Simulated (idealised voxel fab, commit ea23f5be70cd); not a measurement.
A process module follows: voxel gate over fins.
Shown is cross-section cut, with a width of 175 nm and square cells of size 5 nm.
Cross-section layout: square cells on a grid; listed as bands, top to bottom; a band spans one or more cell rows. It is stipulated that each band's entry specify, in nanometres, the height of the top of the band and then that of its bottom, followed by the materials of the band in left-to-right sequence, each together with its width in nanometres. A single material marked by the word "throughout" is understood to fill the band from edge to edge; the word "blank" is understood to denote empty space. Below 0: as-received wafer, all one material; heights counted from there. Lowest band: no bottom, goes on down, written "0 and below". Note: "30 to 40" means the width goes from the first number (top row of the band) to the second number (bottom row) in equal steps per row of cells. Step marked "nothing different"? Then no cell in the cross-section changed in it. Any empty space of 8 cells or more lacking an open way to the top shows up in "Closed void inventory" as width x height at distance, distance from the left edge, in nm. Past the settings on a step's line: simulator remark, on that step. Each step line may optionally specify "overlay nm", which for a step with a mask gives the rightward distance between the mask's planned place and where it lay, a negative value indicating the leftward direction. Reading guide: pairs of cross-sections, before and after one process step; after view cut off at lowest changed band; step and settings listed under each pair. Pairs may stem from different runs of this module on the same starting wafer; continuity with the pair above only where the "Status quo ante" entry states it.

**Status quo ante**
  0 and below  Si throughout
  Closed void inventory: none

**Cross-Section Thereafter**
  5 down to 0  SiN throughout
  Lower than 0, everything is as it was.
  Closed void inventory: none
The structure goes from the before cross-section above to the after cross-section through op CONFORMAL_DEP | material SiN | thk nm 5

Status quo ante: as shown after the step in the preceding pair, directly above.

**Cross-Section Thereafter**
  15 down to 5  aC throughout
  Lower than 5, everything is as it was.
  Closed void inventory: none
The structure goes from the before cross-section above to the after cross-section through op DIRECTIONAL_DEP | material aC | thk nm 10

Status quo ante: as shown after the step in the preceding pair, directly above.

**Cross-Section Thereafter**
  40 down to 15  blank 20, resist 15, blank 25, resist 15, blank 25, resist 15, blank 25, resist 15, blank 20
  Lower than 15, everything is as it was.
  Closed void inventory: none
The structure goes from the before cross-section above to the after cross-section through op PATTERN | tone cover | mask id FINS | material resist | width nm 15 | pitch nm 40 | thk nm 25 | overlay nm 0

Status quo ante: as shown after the step in the preceding pair, directly above.

**Cross-Section Thereafter**
  30 down to 15  blank 20, resist 15, blank 25, resist 15, blank 25, resist 15, blank 25, resist 15, blank 20
  15 down to 5  blank 20, aC 15, blank 25, aC 15, blank 25, aC 15, blank 25, aC 15, blank 20
  Lower than 5, everything is as it was.
  Closed void inventory: none
The structure goes from the before cross-section above to the after cross-section through op DIRECTIONAL_ETCH | etch materials aC | depth nm 10

Status quo ante: as shown after the step in the preceding pair, directly above.

**Cross-Section Thereafter**
  15 down to 5  blank 20, aC 15, blank 25, aC 15, blank 25, aC 15, blank 25, aC 15, blank 20
  Lower than 5, everything is as it was.
  Closed void inventory: none
The structure goes from the before cross-section above to the after cross-section through op STRIP | etch materials resist

Status quo ante: as shown after the step in the preceding pair, directly above.

**Cross-Section Thereafter**
  15 down to 5  blank 20, aC 15, blank 25, aC 15, blank 25, aC 15, blank 25, aC 15, blank 20
  5 down to 0  blank 20, SiN 15, blank 25, SiN 15, blank 25, SiN 15, blank 25, SiN 15, blank 20
  Lower than 0, everything is as it was.
  Closed void inventory: none
The structure goes from the before cross-section above to the after cross-section through op DIRECTIONAL_ETCH | etch materials SiN | depth nm 5

Status quo ante: as shown after the step in the preceding pair, directly above.

**Cross-Section Thereafter**
  15 down to 5  blank 20, aC 15, blank 25, aC 15, blank 25, aC 15, blank 25, aC 15, blank 20
  5 down to 0  blank 20, SiN 15, blank 25, SiN 15, blank 25, SiN 15, blank 25, SiN 15, blank 20
  0 down to -40  blank 20, Si 15, blank 25, Si 15, blank 25, Si 15, blank 25, Si 15, blank 20
  Lower than -40, everything is as it was.
  Closed void inventory: none
The structure goes from the before cross-section above to the after cross-section through op DIRECTIONAL_ETCH | etch materials Si | depth nm 40

Status quo ante: as shown after the step in the preceding pair, directly above.

**Cross-Section Thereafter**
  5 down to 0  blank 20, SiN 15, blank 25, SiN 15, blank 25, SiN 15, blank 25, SiN 15, blank 20
  Lower than 0, everything is as it was.
  Closed void inventory: none
The structure goes from the before cross-section above to the after cross-section through op STRIP | etch materials aC

Status quo ante: as shown after the step in the preceding pair, directly above.

**Cross-Section Thereafter**
  10 down to 5  SiO2 throughout
  5 down to 0  SiO2 20, SiN 15, SiO2 25, SiN 15, SiO2 25, SiN 15, SiO2 25, SiN 15, SiO2 20
  0 down to -40  SiO2 20, Si 15, SiO2 25, Si 15, SiO2 25, Si 15, SiO2 25, Si 15, SiO2 20
  Lower than -40, everything is as it was.
  Closed void inventory: none
The structure goes from the before cross-section above to the after cross-section through op FILL_DEP | material SiO2 | thk nm 5

Status quo ante: as shown after the step in the preceding pair, directly above.

**Cross-Section Thereafter**
  5 down to 0  SiO2 20, SiN 15, SiO2 25, SiN 15, SiO2 25, SiN 15, SiO2 25, SiN 15, SiO2 20
  Lower than 0, everything is as it was.
  Closed void inventory: none
The structure goes from the before cross-section above to the after cross-section through op CMP | height nm 5

Status quo ante: as shown after the step in the preceding pair, directly above.

**Cross-Section Thereafter**
  5 down to 0  blank 20, SiN 15, blank 25, SiN 15, blank 25, SiN 15, blank 25, SiN 15, blank 20
  0 down to -15  blank 20, Si 15, blank 25, Si 15, blank 25, Si 15, blank 25, Si 15, blank 20
  Lower than -15, everything is as it was.
  Closed void inventory: none
The structure goes from the before cross-section above to the after cross-section through op SELECTIVE_ETCH | etch materials SiO2 | depth nm 20

Status quo ante: as shown after the step in the preceding pair, directly above.

**Cross-Section Thereafter**
  0 down to -15  blank 20, Si 15, blank 25, Si 15, blank 25, Si 15, blank 25, Si 15, blank 20
  Lower than -15, everything is as it was.
  Closed void inventory: none
The structure goes from the before cross-section above to the after cross-section through op STRIP | etch materials SiN

Status quo ante: as shown after the step in the preceding pair, directly above.

**Cross-Section Thereafter**
  5 down to 0  blank 15, HfO2 25, blank 15, HfO2 25, blank 15, HfO2 25, blank 15, HfO2 25, blank 15
  0 down to -10  blank 15, HfO2 5, Si 15, HfO2 5, blank 15, HfO2 5, Si 15, HfO2 5, blank 15, HfO2 5, Si 15, HfO2 5, blank 15, HfO2 5, Si 15, HfO2 5, blank 15
  -10 down to -15  HfO2 20, Si 15, HfO2 25, Si 15, HfO2 25, Si 15, HfO2 25, Si 15, HfO2 20
  Lower than -15, everything is as it was.
  Closed void inventory: none
The structure goes from the before cross-section above to the after cross-section through op CONFORMAL_DEP | material HfO2 | thk nm 5

Status quo ante: as shown after the step in the preceding pair, directly above.

**Cross-Section Thereafter**
  10 down to 5  blank 10, TiN 35, blank 5, TiN 35, blank 5, TiN 35, blank 5, TiN 35, blank 10
  5 down to 0  blank 10, TiN 5, HfO2 25, TiN 5, blank 5, TiN 5, HfO2 25, TiN 5, blank 5, TiN 5, HfO2 25, TiN 5, blank 5, TiN 5, HfO2 25, TiN 5, blank 10
  0 down to -5  blank 10, TiN 5, HfO2 5, Si 15, HfO2 5, TiN 5, blank 5, TiN 5, HfO2 5, Si 15, HfO2 5, TiN 5, blank 5, TiN 5, HfO2 5, Si 15, HfO2 5, TiN 5, blank 5, TiN 5, HfO2 5, Si 15, HfO2 5, TiN 5, blank 10
  -5 down to -10  TiN 15, HfO2 5, Si 15, HfO2 5, TiN 15, HfO2 5, Si 15, HfO2 5, TiN 15, HfO2 5, Si 15, HfO2 5, TiN 15, HfO2 5, Si 15, HfO2 5, TiN 15
  Lower than -10, everything is as it was.
  Closed void inventory: none
The structure goes from the before cross-section above to the after cross-section through op CONFORMAL_DEP | material TiN | thk nm 5

Status quo ante: as shown after the step in the preceding pair, directly above.

**Cross-Section Thereafter**
  25 down to 10  W throughout
  10 down to 5  W 10, TiN 35, W 5, TiN 35, W 5, TiN 35, W 5, TiN 35, W 10
  5 down to 0  W 10, TiN 5, HfO2 25, TiN 5, W 5, TiN 5, HfO2 25, TiN 5, W 5, TiN 5, HfO2 25, TiN 5, W 5, TiN 5, HfO2 25, TiN 5, W 10
  0 down to -5  W 10, TiN 5, HfO2 5, Si 15, HfO2 5, TiN 5, W 5, TiN 5, HfO2 5, Si 15, HfO2 5, TiN 5, W 5, TiN 5, HfO2 5, Si 15, HfO2 5, TiN 5, W 5, TiN 5, HfO2 5, Si 15, HfO2 5, TiN 5, W 10
  Lower than -5, everything is as it was.
  Closed void inventory: none
The structure goes from the before cross-section above to the after cross-section through op FILL_DEP | material W | thk nm 15

Status quo ante: as shown after the step in the preceding pair, directly above.

**Cross-Section Thereafter**
  20 down to 10  W throughout
  Lower than 10, everything is as it was.
  Closed void inventory: none
The structure goes from the before cross-section above to the after cross-section through op CMP | height nm 20

Status quo ante: as shown after the step in the preceding pair, directly above.

**Cross-Section Thereafter**
  25 down to 20  SiN throughout
  Lower than 20, everything is as it was.
  Closed void inventory: none
The structure goes from the before cross-section above to the after cross-section through op CONFORMAL_DEP | material SiN | thk nm 5

**Status quo ante**
  0 down to -15  blank 20, Si 15, blank 25, Si 15, blank 25, Si 15, blank 25, Si 15, blank 20
  -15 down to -40  SiO2 20, Si 15, SiO2 25, Si 15, SiO2 25, Si 15, SiO2 25, Si 15, SiO2 20
  -40 and below  Si throughout
  Closed void inventory: none

**Cross-Section Thereafter**
  5 down to 0  blank 15, TiN 25, blank 15, TiN 25, blank 15, TiN 25, blank 15, TiN 25, blank 15
  0 down to -10  blank 15, TiN 5, Si 15, TiN 5, blank 15, TiN 5, Si 15, TiN 5, blank 15, TiN 5, Si 15, TiN 5, blank 15, TiN 5, Si 15, TiN 5, blank 15
  -10 down to -15  TiN 20, Si 15, TiN 25, Si 15, TiN 25, Si 15, TiN 25, Si 15, TiN 20
  Lower than -15, everything is as it was.
  Closed void inventory: none
The structure goes from the before cross-section above to the after cross-section through op CONFORMAL_DEP | material TiN | thk nm 5

Status quo ante: as shown after the step in the preceding pair, directly above.

**Cross-Section Thereafter**
  20 down to 5  W throughout
  5 down to 0  W 15, TiN 25, W 15, TiN 25, W 15, TiN 25, W 15, TiN 25, W 15
  0 down to -10  W 15, TiN 5, Si 15, TiN 5, W 15, TiN 5, Si 15, TiN 5, W 15, TiN 5, Si 15, TiN 5, W 15, TiN 5, Si 15, TiN 5, W 15
  Lower than -10, everything is as it was.
  Closed void inventory: none
The structure goes from the before cross-section above to the after cross-section through op FILL_DEP | material W | thk nm 15

Status quo ante: as shown after the step in the preceding pair, directly above.

**Cross-Section Thereafter**
  25 down to 20  SiN throughout
  Lower than 20, everything is as it was.
  Closed void inventory: none
The structure goes from the before cross-section above to the after cross-section through op CONFORMAL_DEP | material SiN | thk nm 5

**Status quo ante**
  5 down to 0  blank 20, SiN 15, blank 25, SiN 15, blank 25, SiN 15, blank 25, SiN 15, blank 20
  0 down to -15  blank 20, Si 15, blank 25, Si 15, blank 25, Si 15, blank 25, Si 15, blank 20
  -15 down to -40  SiO2 20, Si 15, SiO2 25, Si 15, SiO2 25, Si 15, SiO2 25, Si 15, SiO2 20
  -40 and below  Si throughout
  Closed void inventory: none

**Cross-Section Thereafter**
  5 down to 0  blank 20, SiN 15, blank 25, SiN 15, blank 25, SiN 15, blank 25, SiN 15, blank 20
  0 down to -35  blank 20, Si 15, blank 25, Si 15, blank 25, Si 15, blank 25, Si 15, blank 20
  Lower than -35, everything is as it was.
  Closed void inventory: none
The structure goes from the before cross-section above to the after cross-section through op SELECTIVE_ETCH | etch materials SiO2 | depth nm 20

Status quo ante: as shown after the step in the preceding pair, directly above.

**Cross-Section Thereafter**
  0 down to -35  blank 20, Si 15, blank 25, Si 15, blank 25, Si 15, blank 25, Si 15, blank 20
  Lower than -35, everything is as it was.
  Closed void inventory: none
The structure goes from the before cross-section above to the after cross-section through op STRIP | etch materials SiN

Status quo ante: as shown after the step in the preceding pair, directly above.

**Cross-Section Thereafter**
  5 down to 0  blank 15, HfO2 25, blank 15, HfO2 25, blank 15, HfO2 25, blank 15, HfO2 25, blank 15
  0 down to -30  blank 15, HfO2 5, Si 15, HfO2 5, blank 15, HfO2 5, Si 15, HfO2 5, blank 15, HfO2 5, Si 15, HfO2 5, blank 15, HfO2 5, Si 15, HfO2 5, blank 15
  -30 down to -35  HfO2 20, Si 15, HfO2 25, Si 15, HfO2 25, Si 15, HfO2 25, Si 15, HfO2 20
  Lower than -35, everything is as it was.
  Closed void inventory: none
The structure goes from the before cross-section above to the after cross-section through op CONFORMAL_DEP | material HfO2 | thk nm 5

Status quo ante: as shown after the step in the preceding pair, directly above.

**Cross-Section Thereafter**
  10 down to 5  blank 10, TiN 35, blank 5, TiN 35, blank 5, TiN 35, blank 5, TiN 35, blank 10
  5 down to 0  blank 10, TiN 5, HfO2 25, TiN 5, blank 5, TiN 5, HfO2 25, TiN 5, blank 5, TiN 5, HfO2 25, TiN 5, blank 5, TiN 5, HfO2 25, TiN 5, blank 10
  0 down to -25  blank 10, TiN 5, HfO2 5, Si 15, HfO2 5, TiN 5, blank 5, TiN 5, HfO2 5, Si 15, HfO2 5, TiN 5, blank 5, TiN 5, HfO2 5, Si 15, HfO2 5, TiN 5, blank 5, TiN 5, HfO2 5, Si 15, HfO2 5, TiN 5, blank 10
  -25 down to -30  TiN 15, HfO2 5, Si 15, HfO2 5, TiN 15, HfO2 5, Si 15, HfO2 5, TiN 15, HfO2 5, Si 15, HfO2 5, TiN 15, HfO2 5, Si 15, HfO2 5, TiN 15
  Lower than -30, everything is as it was.
  Closed void inventory: none
The structure goes from the before cross-section above to the after cross-section through op CONFORMAL_DEP | material TiN | thk nm 5

Status quo ante: as shown after the step in the preceding pair, directly above.

**Cross-Section Thereafter**
  25 down to 10  W throughout
  10 down to 5  W 10, TiN 35, W 5, TiN 35, W 5, TiN 35, W 5, TiN 35, W 10
  5 down to 0  W 10, TiN 5, HfO2 25, TiN 5, W 5, TiN 5, HfO2 25, TiN 5, W 5, TiN 5, HfO2 25, TiN 5, W 5, TiN 5, HfO2 25, TiN 5, W 10
  0 down to -25  W 10, TiN 5, HfO2 5, Si 15, HfO2 5, TiN 5, W 5, TiN 5, HfO2 5, Si 15, HfO2 5, TiN 5, W 5, TiN 5, HfO2 5, Si 15, HfO2 5, TiN 5, W 5, TiN 5, HfO2 5, Si 15, HfO2 5, TiN 5, W 10
  Lower than -25, everything is as it was.
  Closed void inventory: none
The structure goes from the before cross-section above to the after cross-section through op FILL_DEP | material W | thk nm 15

Status quo ante: as shown after the step in the preceding pair, directly above.

**Cross-Section Thereafter**
  20 down to 10  W throughout
  Lower than 10, everything is as it was.
  Closed void inventory: none
The structure goes from the before cross-section above to the after cross-section through op CMP | height nm 20

Status quo ante: as shown after the step in the preceding pair, directly above.

**Cross-Section Thereafter**
  25 down to 20  SiN throughout
  Lower than 20, everything is as it was.
  Closed void inventory: none
The structure goes from the before cross-section above to the after cross-section through op CONFORMAL_DEP | material SiN | thk nm 5

**Status quo ante**
  5 down to 0  blank 15, TiN 25, blank 15, TiN 25, blank 15, TiN 25, blank 15, TiN 25, blank 15
  0 down to -10  blank 15, TiN 5, Si 15, TiN 5, blank 15, TiN 5, Si 15, TiN 5, blank 15, TiN 5, Si 15, TiN 5, blank 15, TiN 5, Si 15, TiN 5, blank 15
  -10 down to -15  TiN 20, Si 15, TiN 25, Si 15, TiN 25, Si 15, TiN 25, Si 15, TiN 20
  -15 down to -40  SiO2 20, Si 15, SiO2 25, Si 15, SiO2 25, Si 15, SiO2 25, Si 15, SiO2 20
  -40 and below  Si throughout
  Closed void inventory: none

**Cross-Section Thereafter**
  10 down to 5  blank 10, HfO2 35, blank 5, HfO2 35, blank 5, HfO2 35, blank 5, HfO2 35, blank 10
  5 down to 0  blank 10, HfO2 5, TiN 25, HfO2 5, blank 5, HfO2 5, TiN 25, HfO2 5, blank 5, HfO2 5, TiN 25, HfO2 5, blank 5, HfO2 5, TiN 25, HfO2 5, blank 10
  0 down to -5  blank 10, HfO2 5, TiN 5, Si 15, TiN 5, HfO2 5, blank 5, HfO2 5, TiN 5, Si 15, TiN 5, HfO2 5, blank 5, HfO2 5, TiN 5, Si 15, TiN 5, HfO2 5, blank 5, HfO2 5, TiN 5, Si 15, TiN 5, HfO2 5, blank 10
  -5 down to -10  HfO2 15, TiN 5, Si 15, TiN 5, HfO2 15, TiN 5, Si 15, TiN 5, HfO2 15, TiN 5, Si 15, TiN 5, HfO2 15, TiN 5, Si 15, TiN 5, HfO2 15
  Lower than -10, everything is as it was.
  Closed void inventory: none
The structure goes from the before cross-section above to the after cross-section through op CONFORMAL_DEP | material HfO2 | thk nm 5

Status quo ante: as shown after the step in the preceding pair, directly above.

**Cross-Section Thereafter**
  25 down to 10  W throughout
  10 down to 5  W 10, HfO2 35, W 5, HfO2 35, W 5, HfO2 35, W 5, HfO2 35, W 10
  5 down to 0  W 10, HfO2 5, TiN 25, HfO2 5, W 5, HfO2 5, TiN 25, HfO2 5, W 5, HfO2 5, TiN 25, HfO2 5, W 5, HfO2 5, TiN 25, HfO2 5, W 10
  0 down to -5  W 10, HfO2 5, TiN 5, Si 15, TiN 5, HfO2 5, W 5, HfO2 5, TiN 5, Si 15, TiN 5, HfO2 5, W 5, HfO2 5, TiN 5, Si 15, TiN 5, HfO2 5, W 5, HfO2 5, TiN 5, Si 15, TiN 5, HfO2 5, W 10
  Lower than -5, everything is as it was.
  Closed void inventory: none
The structure goes from the before cross-section above to the after cross-section through op FILL_DEP | material W | thk nm 15

Status quo ante: as shown after the step in the preceding pair, directly above.

**Cross-Section Thereafter**
  20 down to 10  W throughout
  Lower than 10, everything is as it was.
  Closed void inventory: none
The structure goes from the before cross-section above to the after cross-section through op CMP | height nm 20

Status quo ante: as shown after the step in the preceding pair, directly above.

**Cross-Section Thereafter**
  25 down to 20  SiN throughout
  Lower than 20, everything is as it was.
  Closed void inventory: none
The structure goes from the before cross-section above to the after cross-section through op CONFORMAL_DEP | material SiN | thk nm 5

**Status quo ante**
  0 down to -15  blank 20, Si 15, blank 25, Si 15, blank 25, Si 15, blank 25, Si 15, blank 20
  -15 down to -40  SiO2 20, Si 15, SiO2 25, Si 15, SiO2 25, Si 15, SiO2 25, Si 15, SiO2 20
  -40 and below  Si throughout
  Closed void inventory: none

**Cross-Section Thereafter**
  15 down to 0  blank 5, HfO2 165, blank 5
  0 down to -15  HfO2 20, Si 15, HfO2 25, Si 15, HfO2 25, Si 15, HfO2 25, Si 15, HfO2 20
  Lower than -15, everything is as it was.
  Closed void inventory: none
The structure goes from the before cross-section above to the after cross-section through op CONFORMAL_DEP | material HfO2 | thk nm 15

Status quo ante: as shown after the step in the preceding pair, directly above.

**Cross-Section Thereafter**
  20 down to 15  TiN throughout
  15 down to 0  TiN 5, HfO2 165, TiN 5
  Lower than 0, everything is as it was.
  Closed void inventory: none
The structure goes from the before cross-section above to the after cross-section through op CONFORMAL_DEP | material TiN | thk nm 5

Status quo ante: as shown after the step in the preceding pair, directly above.

**Cross-Section Thereafter**
  35 down to 20  W throughout
  Lower than 20, everything is as it was.
  Closed void inventory: none
The structure goes from the before cross-section above to the after cross-section through op FILL_DEP | material W | thk nm 15

Status quo ante: as shown after the step in the preceding pair, directly above.

**Cross-Section Thereafter**
  20 down to 15  TiN throughout
  Lower than 15, everything is as it was.
  Closed void inventory: none
The structure goes from the before cross-section above to the after cross-section through op CMP | height nm 20

Status quo ante: as shown after the step in the preceding pair, directly above.

**Cross-Section Thereafter**
  25 down to 20  SiN throughout
  Lower than 20, everything is as it was.
  Closed void inventory: none
The structure goes from the before cross-section above to the after cross-section through op CONFORMAL_DEP | material SiN | thk nm 5

**Status quo ante**
  15 down to 5  aC throughout
  5 down to 0  SiN throughout
  0 and below  Si throughout
  Closed void inventory: none

**Cross-Section Thereafter**
  40 down to 15  blank 15, resist 25, blank 15, resist 25, blank 15, resist 25, blank 15, resist 25, blank 15
  Lower than 15, everything is as it was.
  Closed void inventory: none
The structure goes from the before cross-section above to the after cross-section through op PATTERN | tone cover | mask id FINS | material resist | width nm 25 | pitch nm 40 | thk nm 25 | overlay nm 0

Status quo ante: as shown after the step in the preceding pair, directly above.

**Cross-Section Thereafter**
  30 down to 15  blank 15, resist 25, blank 15, resist 25, blank 15, resist 25, blank 15, resist 25, blank 15
  15 down to 5  blank 15, aC 25, blank 15, aC 25, blank 15, aC 25, blank 15, aC 25, blank 15
  Lower than 5, everything is as it was.
  Closed void inventory: none
The structure goes from the before cross-section above to the after cross-section through op DIRECTIONAL_ETCH | etch materials aC | depth nm 10

Status quo ante: as shown after the step in the preceding pair, directly above.

**Cross-Section Thereafter**
  15 down to 5  blank 15, aC 25, blank 15, aC 25, blank 15, aC 25, blank 15, aC 25, blank 15
  Lower than 5, everything is as it was.
  Closed void inventory: none
The structure goes from the before cross-section above to the after cross-section through op STRIP | etch materials resist

Status quo ante: as shown after the step in the preceding pair, directly above.

**Cross-Section Thereafter**
  15 down to 5  blank 15, aC 25, blank 15, aC 25, blank 15, aC 25, blank 15, aC 25, blank 15
  5 down to 0  blank 15, SiN 25, blank 15, SiN 25, blank 15, SiN 25, blank 15, SiN 25, blank 15
  Lower than 0, everything is as it was.
  Closed void inventory: none
The structure goes from the before cross-section above to the after cross-section through op DIRECTIONAL_ETCH | etch materials SiN | depth nm 5

Status quo ante: as shown after the step in the preceding pair, directly above.

**Cross-Section Thereafter**
  15 down to 5  blank 15, aC 25, blank 15, aC 25, blank 15, aC 25, blank 15, aC 25, blank 15
  5 down to 0  blank 15, SiN 25, blank 15, SiN 25, blank 15, SiN 25, blank 15, SiN 25, blank 15
  0 down to -40  blank 15, Si 25, blank 15, Si 25, blank 15, Si 25, blank 15, Si 25, blank 15
  Lower than -40, everything is as it was.
  Closed void inventory: none
The structure goes from the before cross-section above to the after cross-section through op DIRECTIONAL_ETCH | etch materials Si | depth nm 40

Status quo ante: as shown after the step in the preceding pair, directly above.

**Cross-Section Thereafter**
  5 down to 0  blank 15, SiN 25, blank 15, SiN 25, blank 15, SiN 25, blank 15, SiN 25, blank 15
  Lower than 0, everything is as it was.
  Closed void inventory: none
The structure goes from the before cross-section above to the after cross-section through op STRIP | etch materials aC

Status quo ante: as shown after the step in the preceding pair, directly above.

**Cross-Section Thereafter**
  10 down to 5  SiO2 throughout
  5 down to 0  SiO2 15, SiN 25, SiO2 15, SiN 25, SiO2 15, SiN 25, SiO2 15, SiN 25, SiO2 15
  0 down to -40  SiO2 15, Si 25, SiO2 15, Si 25, SiO2 15, Si 25, SiO2 15, Si 25, SiO2 15
  Lower than -40, everything is as it was.
  Closed void inventory: none
The structure goes from the before cross-section above to the after cross-section through op FILL_DEP | material SiO2 | thk nm 5

Status quo ante: as shown after the step in the preceding pair, directly above.

**Cross-Section Thereafter**
  5 down to 0  SiO2 15, SiN 25, SiO2 15, SiN 25, SiO2 15, SiN 25, SiO2 15, SiN 25, SiO2 15
  Lower than 0, everything is as it was.
  Closed void inventory: none
The structure goes from the before cross-section above to the after cross-section through op CMP | height nm 5

Status quo ante: as shown after the step in the preceding pair, directly above.

**Cross-Section Thereafter**
  5 down to 0  blank 15, SiN 25, blank 15, SiN 25, blank 15, SiN 25, blank 15, SiN 25, blank 15
  0 down to -15  blank 15, Si 25, blank 15, Si 25, blank 15, Si 25, blank 15, Si 25, blank 15
  Lower than -15, everything is as it was.
  Closed void inventory: none
The structure goes from the before cross-section above to the after cross-section through op SELECTIVE_ETCH | etch materials SiO2 | depth nm 20

Status quo ante: as shown after the step in the preceding pair, directly above.

**Cross-Section Thereafter**
  0 down to -15  blank 15, Si 25, blank 15, Si 25, blank 15, Si 25, blank 15, Si 25, blank 15
  Lower than -15, everything is as it was.
  Closed void inventory: none
The structure goes from the before cross-section above to the after cross-section through op STRIP | etch materials SiN

Status quo ante: as shown after the step in the preceding pair, directly above.

**Cross-Section Thereafter**
  5 down to 0  blank 10, HfO2 35, blank 5, HfO2 35, blank 5, HfO2 35, blank 5, HfO2 35, blank 10
  0 down to -10  blank 10, HfO2 5, Si 25, HfO2 5, blank 5, HfO2 5, Si 25, HfO2 5, blank 5, HfO2 5, Si 25, HfO2 5, blank 5, HfO2 5, Si 25, HfO2 5, blank 10
  -10 down to -15  HfO2 15, Si 25, HfO2 15, Si 25, HfO2 15, Si 25, HfO2 15, Si 25, HfO2 15
  Lower than -15, everything is as it was.
  Closed void inventory: none
The structure goes from the before cross-section above to the after cross-section through op CONFORMAL_DEP | material HfO2 | thk nm 5

Status quo ante: as shown after the step in the preceding pair, directly above.

**Cross-Section Thereafter**
  10 down to 5  blank 5, TiN 165, blank 5
  5 down to 0  blank 5, TiN 5, HfO2 35, TiN 5, HfO2 35, TiN 5, HfO2 35, TiN 5, HfO2 35, TiN 5, blank 5
  0 down to -5  blank 5, TiN 5, HfO2 5, Si 25, HfO2 5, TiN 5, HfO2 5, Si 25, HfO2 5, TiN 5, HfO2 5, Si 25, HfO2 5, TiN 5, HfO2 5, Si 25, HfO2 5, TiN 5, blank 5
  -5 down to -10  TiN 10, HfO2 5, Si 25, HfO2 5, TiN 5, HfO2 5, Si 25, HfO2 5, TiN 5, HfO2 5, Si 25, HfO2 5, TiN 5, HfO2 5, Si 25, HfO2 5, TiN 10
  Lower than -10, everything is as it was.
  Closed void inventory: none
The structure goes from the before cross-section above to the after cross-section through op CONFORMAL_DEP | material TiN | thk nm 5

Status quo ante: as shown after the step in the preceding pair, directly above.

**Cross-Section Thereafter**
  25 down to 10  W throughout
  10 down to 5  W 5, TiN 165, W 5
  5 down to 0  W 5, TiN 5, HfO2 35, TiN 5, HfO2 35, TiN 5, HfO2 35, TiN 5, HfO2 35, TiN 5, W 5
  0 down to -5  W 5, TiN 5, HfO2 5, Si 25, HfO2 5, TiN 5, HfO2 5, Si 25, HfO2 5, TiN 5, HfO2 5, Si 25, HfO2 5, TiN 5, HfO2 5, Si 25, HfO2 5, TiN 5, W 5
  Lower than -5, everything is as it was.
  Closed void inventory: none
The structure goes from the before cross-section above to the after cross-section through op FILL_DEP | material W | thk nm 15

Status quo ante: as shown after the step in the preceding pair, directly above.

**Cross-Section Thereafter**
  20 down to 10  W throughout
  Lower than 10, everything is as it was.
  Closed void inventory: none
The structure goes from the before cross-section above to the after cross-section through op CMP | height nm 20

Status quo ante: as shown after the step in the preceding pair, directly above.

**Cross-Section Thereafter**
  25 down to 20  SiN throughout
  Lower than 20, everything is as it was.
  Closed void inventory: none
The structure goes from the before cross-section above to the after cross-section through op CONFORMAL_DEP | material SiN | thk nm 5

**Status quo ante**
  15 down to 5  aC throughout
  5 down to 0  SiN throughout
  0 and below  Si throughout
  Closed void inventory: none

**Cross-Section Thereafter**
  40 down to 15  blank 25, resist 15, blank 25, resist 15, blank 25, resist 15, blank 25, resist 15, blank 15
  Lower than 15, everything is as it was.
  Closed void inventory: none
The structure goes from the before cross-section above to the after cross-section through op PATTERN | tone cover | mask id FINS | material resist | width nm 15 | pitch nm 40 | thk nm 25 | overlay nm 5

Status quo ante: as shown after the step in the preceding pair, directly above.

**Cross-Section Thereafter**
  30 down to 15  blank 25, resist 15, blank 25, resist 15, blank 25, resist 15, blank 25, resist 15, blank 15
  15 down to 5  blank 25, aC 15, blank 25, aC 15, blank 25, aC 15, blank 25, aC 15, blank 15
  Lower than 5, everything is as it was.
  Closed void inventory: none
The structure goes from the before cross-section above to the after cross-section through op DIRECTIONAL_ETCH | etch materials aC | depth nm 10

Status quo ante: as shown after the step in the preceding pair, directly above.

**Cross-Section Thereafter**
  15 down to 5  blank 25, aC 15, blank 25, aC 15, blank 25, aC 15, blank 25, aC 15, blank 15
  Lower than 5, everything is as it was.
  Closed void inventory: none
The structure goes from the before cross-section above to the after cross-section through op STRIP | etch materials resist

Status quo ante: as shown after the step in the preceding pair, directly above.

**Cross-Section Thereafter**
  15 down to 5  blank 25, aC 15, blank 25, aC 15, blank 25, aC 15, blank 25, aC 15, blank 15
  5 down to 0  blank 25, SiN 15, blank 25, SiN 15, blank 25, SiN 15, blank 25, SiN 15, blank 15
  Lower than 0, everything is as it was.
  Closed void inventory: none
The structure goes from the before cross-section above to the after cross-section through op DIRECTIONAL_ETCH | etch materials SiN | depth nm 5

Status quo ante: as shown after the step in the preceding pair, directly above.

**Cross-Section Thereafter**
  15 down to 5  blank 25, aC 15, blank 25, aC 15, blank 25, aC 15, blank 25, aC 15, blank 15
  5 down to 0  blank 25, SiN 15, blank 25, SiN 15, blank 25, SiN 15, blank 25, SiN 15, blank 15
  0 down to -40  blank 25, Si 15, blank 25, Si 15, blank 25, Si 15, blank 25, Si 15, blank 15
  Lower than -40, everything is as it was.
  Closed void inventory: none
The structure goes from the before cross-section above to the after cross-section through op DIRECTIONAL_ETCH | etch materials Si | depth nm 40

Status quo ante: as shown after the step in the preceding pair, directly above.

**Cross-Section Thereafter**
  5 down to 0  blank 25, SiN 15, blank 25, SiN 15, blank 25, SiN 15, blank 25, SiN 15, blank 15
  Lower than 0, everything is as it was.
  Closed void inventory: none
The structure goes from the before cross-section above to the after cross-section through op STRIP | etch materials aC

Status quo ante: as shown after the step in the preceding pair, directly above.

**Cross-Section Thereafter**
  10 down to 5  SiO2 throughout
  5 down to 0  SiO2 25, SiN 15, SiO2 25, SiN 15, SiO2 25, SiN 15, SiO2 25, SiN 15, SiO2 15
  0 down to -40  SiO2 25, Si 15, SiO2 25, Si 15, SiO2 25, Si 15, SiO2 25, Si 15, SiO2 15
  Lower than -40, everything is as it was.
  Closed void inventory: none
The structure goes from the before cross-section above to the after cross-section through op FILL_DEP | material SiO2 | thk nm 5

Status quo ante: as shown after the step in the preceding pair, directly above.

**Cross-Section Thereafter**
  5 down to 0  SiO2 25, SiN 15, SiO2 25, SiN 15, SiO2 25, SiN 15, SiO2 25, SiN 15, SiO2 15
  Lower than 0, everything is as it was.
  Closed void inventory: none
The structure goes from the before cross-section above to the after cross-section through op CMP | height nm 5

Status quo ante: as shown after the step in the preceding pair, directly above.

**Cross-Section Thereafter**
  5 down to 0  blank 25, SiN 15, blank 25, SiN 15, blank 25, SiN 15, blank 25, SiN 15, blank 15
  0 down to -15  blank 25, Si 15, blank 25, Si 15, blank 25, Si 15, blank 25, Si 15, blank 15
  Lower than -15, everything is as it was.
  Closed void inventory: none
The structure goes from the before cross-section above to the after cross-section through op SELECTIVE_ETCH | etch materials SiO2 | depth nm 20
